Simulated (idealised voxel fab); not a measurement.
Name of the process module below: voxel wiring stack
It is cross-section cut that appears here, measuring 235 nm in width, its square cells being 5 nm in size.
Throughout this document, each cross-section is represented as a grid of square cells and is presented as a sequence of bands enumerated from the top downward, where a band comprises one or more rows of cells.
The entry gives the band's vertical extent as a top height and a bottom height in nm, then its horizontal make-up as materials from left to right, each with a width in nm. "empty" stands for empty space; a single material marked "full width" fills the band edge to edge.
The level at which height equals 0 is the one under which the wafer, as it arrives, is entirely one material. No lower edge exists for the bottom band, which continues downward and is notated as in "0..down".
Graded width ("30 to 40"): value in top row of band = first number; value in bottom row = second number; row-to-row change constant.
Step marked "all unchanged"? Then no cell in the cross-section changed in it.
closed voids: empty space of 8 cells or more with no open way to the top, each as width x height at its distance from the left edge, in nm
Where a step's line continues beyond its settings, the continuation is a remark by the simulator itself on that step.
overlay nm: mask offset rightward from planned place, masked step; negative means leftward offset.
### Steps planned for the process
- 1: RECEIVE [material Si]
- 2: CONFORMAL_DEP [material SiO2] [thk nm 15]
- 3: DIRECTIONAL_DEP [material TiN] [thk nm 5]
- 4: DIRECTIONAL_DEP [material W] [thk nm 25]
- 5: PATTERN [tone cover] [mask id METAL_1] [material resist] [width nm 20] [pitch nm 40] [thk nm 15] [overlay nm 0]
- 6: DIRECTIONAL_ETCH [etch materials W] [depth nm 25]
- 7: DIRECTIONAL_ETCH [etch materials TiN] [depth nm 5]
- 8: STRIP [etch materials resist]
- 9: FILL_DEP [material lowk] [thk nm 5]
- 10: CMP [height nm 45]
- 11: CONFORMAL_DEP [material SiCN] [thk nm 5]
- 12: DIRECTIONAL_DEP [material SiO2] [thk nm 15]
- 13: PATTERN [tone open] [mask id PLUG_1] [material resist] [width nm 15] [pitch nm 40] [thk nm 20] [overlay nm 0]
- 14: DIRECTIONAL_ETCH [etch materials SiO2] [depth nm 15]
- 15: DIRECTIONAL_ETCH [etch materials SiCN] [depth nm 5]
- 16: STRIP [etch materials resist]
- 17: CONFORMAL_DEP [material TiN] [thk nm 5]
- 18: FILL_DEP [material W] [thk nm 10]
- 19: CMP [height nm 65]
- 20: CONFORMAL_DEP [material SiCN] [thk nm 5]
- 21: DIRECTIONAL_DEP [material SiO2] [thk nm 20]
- 22: PATTERN [tone open] [mask id METAL_2] [material resist] [width nm 20] [pitch nm 40] [thk nm 15] [overlay nm 0]
- 23: DIRECTIONAL_ETCH [etch materials SiO2] [depth nm 20]
- 24: DIRECTIONAL_ETCH [etch materials SiCN] [depth nm 5]
- 25: STRIP [etch materials resist]
- 26: CONFORMAL_DEP [material TiN] [thk nm 5]
- 27: FILL_DEP [material Cu] [thk nm 10]
- 28: CMP [height nm 90]
- 29: EPI [material Ru] [thk nm 5]
- 30: FILL_DEP [material SiCN] [thk nm 5]
- 31: DIRECTIONAL_DEP [material lowk] [thk nm 30]
- 32: PATTERN [tone open] [mask id METAL_3] [material resist] [width nm 20] [pitch nm 40] [thk nm 20] [overlay nm 0]
- 33: DIRECTIONAL_ETCH [etch materials lowk] [depth nm 20]
- 34: STRIP [etch materials resist]
- 35: DIRECTIONAL_DEP [material aC] [thk nm 10]
- 36: PATTERN [tone open] [mask id METAL_3_HOLES] [material resist] [width nm 15] [thk nm 25] [overlay nm 0]
- 37: DIRECTIONAL_ETCH [etch materials aC] [depth nm 10]
- 38: STRIP [etch materials resist]
- 39: DIRECTIONAL_ETCH [etch materials lowk] [depth nm 10]
- 40: DIRECTIONAL_ETCH [etch materials SiCN] [depth nm 5]
- 41: STRIP [etch materials aC]
- 42: CONFORMAL_DEP [material TiN] [thk nm 5]
- 43: FILL_DEP [material Ru] [thk nm 5]
- 44: CMP [height nm 130]
- 45: CONFORMAL_DEP [material SiCN] [thk nm 5]
- 46: DIRECTIONAL_DEP [material lowk] [thk nm 10]
- 47: DIRECTIONAL_DEP [material aC] [thk nm 10]
- 48: PATTERN [tone open] [mask id PLUG_3] [material resist] [width nm 15] [pitch nm 40] [thk nm 25] [overlay nm 0]
- 49: DIRECTIONAL_ETCH [etch materials aC] [depth nm 10]
- 50: STRIP [etch materials resist]
- 51: DIRECTIONAL_ETCH [etch materials lowk] [depth nm 10]
- 52: DIRECTIONAL_ETCH [etch materials SiCN] [depth nm 5]
- 53: STRIP [etch materials aC]
- 54: CONFORMAL_DEP [material TiN] [thk nm 5]
- 55: FILL_DEP [material Cu] [thk nm 5]
- 56: CMP [height nm 145]
- 57: DIRECTIONAL_DEP [material TiN] [thk nm 5]
- 58: DIRECTIONAL_DEP [material Ru] [thk nm 15]
- 59: DIRECTIONAL_DEP [material aC] [thk nm 10]
- 60: PATTERN [tone cover] [mask id METAL_4] [material resist] [width nm 20] [pitch nm 40] [thk nm 30] [overlay nm 0]
- 61: DIRECTIONAL_ETCH [etch materials aC] [depth nm 10]
- 62: STRIP [etch materials resist]
- 63: DIRECTIONAL_ETCH [etch materials Ru] [depth nm 15]
- 64: DIRECTIONAL_ETCH [etch materials TiN] [depth nm 5]
- 65: STRIP [etch materials aC]
- 66: CONFORMAL_DEP [material SiN] [thk nm 5]
- 67: FILL_DEP [material SiO2] [thk nm 10]
- 68: CMP [height nm 165]
- 69: CONFORMAL_DEP [material SiCN] [thk nm 5]
### Shown in cross-section is the wafer as received, that is, as it stands after step 1
* 0..down  Si full width
* closed voids: none
### Cross-sectional view of the first of the two wafers upon completion of the module, processed in accordance with the plan
* 170..165  SiCN full width
* 165..150  SiO2 80, SiN 5, Ru 20, SiN 5, SiO2 10, SiN 5, Ru 20, SiN 5, SiO2 85
* 150..145  SiN 85, TiN 20, SiN 20, TiN 20, SiN 90
* 145..135  lowk 85, TiN 5, Cu 5, TiN 5, lowk 25, TiN 5, Cu 5, TiN 5, lowk 95
* 135..130  SiCN 85, TiN 15, SiCN 25, TiN 15, SiCN 95
* 130..115  lowk 85, TiN 5, Ru 10, TiN 5, lowk 20, TiN 5, Ru 10, TiN 5, lowk 90
* 115..110  lowk 85, TiN 5, Ru 5, TiN 10, lowk 20, TiN 20, lowk 90
* 110..100  lowk 85, TiN 5, Ru 5, TiN 5, lowk 135
* 100..95  SiCN 85, TiN 15, SiCN 135
* 95..90  SiCN 80, Ru 30, SiCN 10, Ru 30, SiCN 85
* 90..70  SiO2 85, TiN 5, Cu 10, TiN 5, SiO2 20, TiN 5, Cu 10, TiN 5, SiO2 90
* 70..65  SiCN 85, TiN 20, SiCN 20, TiN 20, SiCN 90
* 65..50  SiO2 85, TiN 5, W 5, TiN 5, SiO2 25, TiN 5, W 5, TiN 5, SiO2 95
* 50..45  SiCN 85, TiN 15, SiCN 25, TiN 15, SiCN 95
* 45..20  lowk 85, W 20, lowk 20, W 20, lowk 90
* 20..15  lowk 85, TiN 20, lowk 20, TiN 20, lowk 90
* 15..0  SiO2 full width
* 0..down  Si full width
* closed voids: none
### Wafer two, sectioned after the module: the first wafer's start, the first wafer's plan, and one mistake in how it was run
* 170..165  SiCN full width
* 165..150  SiO2 80, SiN 5, Ru 20, SiN 5, SiO2 10, SiN 5, Ru 20, SiN 5, SiO2 85
* 150..145  SiN 85, TiN 20, SiN 20, TiN 20, SiN 90
* 145..135  lowk 85, TiN 5, Cu 5, TiN 5, lowk 25, TiN 5, Cu 5, TiN 5, lowk 95
* 135..130  SiCN 85, TiN 15, SiCN 25, TiN 15, SiCN 95
* 130..115  lowk 85, TiN 5, Ru 10, TiN 5, lowk 20, TiN 5, Ru 10, TiN 5, lowk 90
* 115..110  lowk 85, TiN 5, Ru 10, TiN 5, lowk 20, TiN 20, lowk 90
* 110..100  lowk 85, TiN 5, Ru 10, TiN 5, lowk 130
* 100..95  SiCN 85, TiN 20, SiCN 130
* 95..90  SiCN 80, Ru 30, SiCN 10, Ru 30, SiCN 85
* 90..70  SiO2 85, TiN 5, Cu 10, TiN 5, SiO2 20, TiN 5, Cu 10, TiN 5, SiO2 90
* 70..65  SiCN 85, TiN 20, SiCN 20, TiN 20, SiCN 90
* 65..50  SiO2 85, TiN 5, W 5, TiN 5, SiO2 25, TiN 5, W 5, TiN 5, SiO2 95
* 50..45  SiCN 85, TiN 15, SiCN 25, TiN 15, SiCN 95
* 45..20  lowk 85, W 20, lowk 20, W 20, lowk 90
* 20..15  lowk 85, TiN 20, lowk 20, TiN 20, lowk 90
* 15..0  SiO2 full width
* 0..down  Si full width
* closed voids: none
Processing error: in deviation from the planned setting, step 36 was conducted as PATTERN [tone open] [mask id METAL_3_HOLES] [material resist] [width nm 20] [thk nm 25] [overlay nm 0]
End of process, cell counts, second wafer against first, materials with more or fewer: Ru: 3 more; SiCN: 1 fewer; lowk: 2 fewer
